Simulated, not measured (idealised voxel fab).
process module | voxel released beams
cross-section cut | 210 nm wide | cells 5 nm
A cross-section is a grid of square cells, given in bands from the top down. A band is one or more rows of cells.
Each band's line starts with the height of the band's top and of its bottom, in nm. Then come its materials from left to right, each with its width in nm. One material with "throughout" fills the band from edge to edge. "air" is empty space.
Height 0 is the level under which the wafer as received is all one material. The lowest band goes on downwards, as in "0 down".
A width such as "30 to 40" changes by the same amount from each row of cells to the next, from the band's top row to its bottom row.
"no change" after a step means that no cell of the cross-section changed.
closed voids: empty space of 8 cells or more with no open way to the top, each as width x height at its distance from the left edge, in nm
after a step's settings: what the simulator itself notes on the step
overlay nm, on a step with a mask: how far to the right of its planned place the mask lay; to the left if negative
plan
1 op RECEIVE | material Si
2 op CONFORMAL_DEP | material Al2O3 | thk nm 5
3 op DIRECTIONAL_DEP | material SiO2 | thk nm 15
4 op DIRECTIONAL_DEP | material aC | thk nm 15
5 op PATTERN | tone open | mask id ANCHOR | material resist | width nm 20 | thk nm 30 | overlay nm 0
6 op DIRECTIONAL_ETCH | etch materials aC | depth nm 15
7 op STRIP | etch materials resist
8 op DIRECTIONAL_ETCH | etch materials SiO2 | depth nm 15
9 op STRIP | etch materials aC
10 op CONFORMAL_DEP | material SiN | thk nm 10
11 op MASKED_ETCH | tone cover | mask id BEAM | width nm 90 | etch materials SiN | depth nm 10 | overlay nm 0
12 op STRIP | etch materials SiO2
varied across the wafers: width nm of step 5. The plan shows the first wafer's value. All wafers start alike
first wafer as received, after step 1
  0 down: Si throughout
  closed voids: none
each wafer at the end: cells of each material gained (+) or lost (-) since it was received, then its closed voids
width nm 20 | +42 Al2O3 | +48 SiN | closed voids: none
width nm 25 | +42 Al2O3 | +48 SiN | closed voids: none
width nm 30 | +42 Al2O3 | +48 SiN | closed voids: none
width nm 35 | +42 Al2O3 | +48 SiN | closed voids: none
width nm 40 | +42 Al2O3 | +48 SiN | closed voids: none
width nm 45 | +42 Al2O3 | +48 SiN | closed voids: none
